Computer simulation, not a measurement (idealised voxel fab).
The process module presented herein is designated voxel trench capacitor.
Displayed cross-section: cut, width of 205 nm, square cells sized 5 nm.
Square cells in a grid make up a cross-section in this document, and the grid is given as bands, listed from the top down, each one or more rows of cells.
Within each band entry, the heights of the top and of the bottom of the band appear first, in that order and in nm; the materials of the band then follow from left to right, each with its corresponding width in nm. The designation "everywhere" on a single material indicates that it fills the band from edge to edge; the designation "empty" indicates empty space.
Height reference: 0 = level under which incoming wafer is all one material. Lowest band: no bottom, runs on downward, e.g. "from 0 down".
The notation "30..40" denotes a width that varies across the rows of cells in the band, beginning at the first number in the top row, finishing at the second number in the bottom row, and changing by an identical amount from each row to the next.
For the purposes of this document, the phrase "nothing changed" attached to a step denotes that no cell within the cross-section was modified by that step.
The entry titled "Fully sealed cavities" provides the empty spaces that have no open way to the top, restricted to those of 8 cells or more. Each is presented as width x height at distance, the distance being measured from the left edge, with all three in nm.
Anything after a step's settings on that line? It's the simulator's own note about the step.
overlay nm: right-of-plan distance of the mask on a masked step; negative values mean left-of-plan.
The planned process steps are enumerated hereunder
1 RECEIVE, material Si
2 CONFORMAL_DEP, material SiN, thk nm 5
3 DIRECTIONAL_DEP, material aC, thk nm 10
4 PATTERN, tone open, mask id TRENCH, material resist, width nm 20, pitch nm 50, thk nm 30, overlay nm 0
5 DIRECTIONAL_ETCH, etch materials aC, depth nm 10
6 STRIP, etch materials resist
7 DIRECTIONAL_ETCH, etch materials SiN, depth nm 5
8 DIRECTIONAL_ETCH, etch materials Si, depth nm 25
9 STRIP, etch materials aC
10 CONFORMAL_DEP, material Al2O3, thk nm 5
11 FILL_DEP, material polySi, thk nm 5
12 CMP, height nm 5
Below: the first of two wafers, run as planned
Cross-section of the incoming wafer, state after step 1
  from 0 down | Si everywhere
  Fully sealed cavities: none
Cross-section: wafer state after step 2
  from 5 to 0 | SiN everywhere
  Heights below 0 show no change.
Cross-section: wafer state after step 3
  from 15 to 5 | aC everywhere
  Heights below 5 show no change.
Cross-section: wafer state after step 4
  from 45 to 15 | 65 nm resist  20 nm empty  30 nm resist  20 nm empty  70 nm resist
  Heights below 15 show no change.
Cross-section: wafer state after step 5
  from 35 to 15 | 65 nm resist  20 nm empty  30 nm resist  20 nm empty  70 nm resist
  from 15 to 5 | 65 nm aC  20 nm empty  30 nm aC  20 nm empty  70 nm aC
  Heights below 5 show no change.
Cross-section: wafer state after step 6
  from 15 to 5 | 65 nm aC  20 nm empty  30 nm aC  20 nm empty  70 nm aC
  Heights below 5 show no change.
Cross-section: wafer state after step 7
  from 15 to 5 | 65 nm aC  20 nm empty  30 nm aC  20 nm empty  70 nm aC
  from 5 to 0 | 65 nm SiN  20 nm empty  30 nm SiN  20 nm empty  70 nm SiN
  Heights below 0 show no change.
Cross-section: wafer state after step 8
  from 15 to 5 | 65 nm aC  20 nm empty  30 nm aC  20 nm empty  70 nm aC
  from 5 to 0 | 65 nm SiN  20 nm empty  30 nm SiN  20 nm empty  70 nm SiN
  from 0 to -25 | 65 nm Si  20 nm empty  30 nm Si  20 nm empty  70 nm Si
  Heights below -25 show no change.
Cross-section: wafer state after step 9
  from 5 to 0 | 65 nm SiN  20 nm empty  30 nm SiN  20 nm empty  70 nm SiN
  Heights below 0 show no change.
Cross-section: wafer state after step 10
  from 10 to 5 | 70 nm Al2O3  10 nm empty  40 nm Al2O3  10 nm empty  75 nm Al2O3
  from 5 to 0 | 65 nm SiN  5 nm Al2O3  10 nm empty  5 nm Al2O3  30 nm SiN  5 nm Al2O3  10 nm empty  5 nm Al2O3  70 nm SiN
  from 0 to -20 | 65 nm Si  5 nm Al2O3  10 nm empty  5 nm Al2O3  30 nm Si  5 nm Al2O3  10 nm empty  5 nm Al2O3  70 nm Si
  from -20 to -25 | 65 nm Si  20 nm Al2O3  30 nm Si  20 nm Al2O3  70 nm Si
  Heights below -25 show no change.
Cross-section: wafer state after step 11
  from 15 to 10 | polySi everywhere
  from 10 to 5 | 70 nm Al2O3  10 nm polySi  40 nm Al2O3  10 nm polySi  75 nm Al2O3
  from 5 to 0 | 65 nm SiN  5 nm Al2O3  10 nm polySi  5 nm Al2O3  30 nm SiN  5 nm Al2O3  10 nm polySi  5 nm Al2O3  70 nm SiN
  from 0 to -20 | 65 nm Si  5 nm Al2O3  10 nm polySi  5 nm Al2O3  30 nm Si  5 nm Al2O3  10 nm polySi  5 nm Al2O3  70 nm Si
  Heights below -20 show no change.
Cross-section: wafer state after step 12
  from 5 to 0 | 65 nm SiN  5 nm Al2O3  10 nm polySi  5 nm Al2O3  30 nm SiN  5 nm Al2O3  10 nm polySi  5 nm Al2O3  70 nm SiN
  Heights below 0 show no change.
Now the other wafer: same start, same recipe, but we messed up one thing when running it. Up to and including step 1 it's the same as the first one
Planned end of step 2: second wafer, cross-section
  from 5 to 0 | polySi everywhere
  Heights below 0 show no change.
Planned end of step 3: second wafer, cross-section
  from 15 to 5 | aC everywhere
  Heights below 5 show no change.
Planned end of step 4: second wafer, cross-section
  from 45 to 15 | 65 nm resist  20 nm empty  30 nm resist  20 nm empty  70 nm resist
  Heights below 15 show no change.
Planned end of step 5: second wafer, cross-section
  from 35 to 15 | 65 nm resist  20 nm empty  30 nm resist  20 nm empty  70 nm resist
  from 15 to 5 | 65 nm aC  20 nm empty  30 nm aC  20 nm empty  70 nm aC
  Heights below 5 show no change.
Planned end of step 6: second wafer, cross-section
  from 15 to 5 | 65 nm aC  20 nm empty  30 nm aC  20 nm empty  70 nm aC
  Heights below 5 show no change.
Planned end of step 7: second wafer, cross-section: nothing changed
Planned end of step 8: second wafer, cross-section
  from 15 to 5 | 65 nm aC  20 nm empty  30 nm aC  20 nm empty  70 nm aC
  from 5 to 0 | 65 nm polySi  20 nm empty  30 nm polySi  20 nm empty  70 nm polySi
  from 0 to -20 | 65 nm Si  20 nm empty  30 nm Si  20 nm empty  70 nm Si
  Heights below -20 show no change.
Planned end of step 9: second wafer, cross-section
  from 5 to 0 | 65 nm polySi  20 nm empty  30 nm polySi  20 nm empty  70 nm polySi
  Heights below 0 show no change.
Planned end of step 10: second wafer, cross-section
  from 10 to 5 | 70 nm Al2O3  10 nm empty  40 nm Al2O3  10 nm empty  75 nm Al2O3
  from 5 to 0 | 65 nm polySi  5 nm Al2O3  10 nm empty  5 nm Al2O3  30 nm polySi  5 nm Al2O3  10 nm empty  5 nm Al2O3  70 nm polySi
  from 0 to -15 | 65 nm Si  5 nm Al2O3  10 nm empty  5 nm Al2O3  30 nm Si  5 nm Al2O3  10 nm empty  5 nm Al2O3  70 nm Si
  from -15 to -20 | 65 nm Si  20 nm Al2O3  30 nm Si  20 nm Al2O3  70 nm Si
  Heights below -20 show no change.
Planned end of step 11: second wafer, cross-section
  from 15 to 10 | polySi everywhere
  from 10 to 5 | 70 nm Al2O3  10 nm polySi  40 nm Al2O3  10 nm polySi  75 nm Al2O3
  from 5 to 0 | 65 nm polySi  5 nm Al2O3  10 nm polySi  5 nm Al2O3  30 nm polySi  5 nm Al2O3  10 nm polySi  5 nm Al2O3  70 nm polySi
  from 0 to -15 | 65 nm Si  5 nm Al2O3  10 nm polySi  5 nm Al2O3  30 nm Si  5 nm Al2O3  10 nm polySi  5 nm Al2O3  70 nm Si
  Heights below -15 show no change.
Planned end of step 12: second wafer, cross-section
  from 5 to 0 | 65 nm polySi  5 nm Al2O3  10 nm polySi  5 nm Al2O3  30 nm polySi  5 nm Al2O3  10 nm polySi  5 nm Al2O3  70 nm polySi
  Heights below 0 show no change.
What broke from the plan during processing? not per plan at step 2, really ran CONFORMAL_DEP, material polySi, thk nm 5
FYI, end of process, the second wafer has more or fewer cells of some materials than the first: Al2O3 -4 | Si +8 | SiN -33 | polySi +29
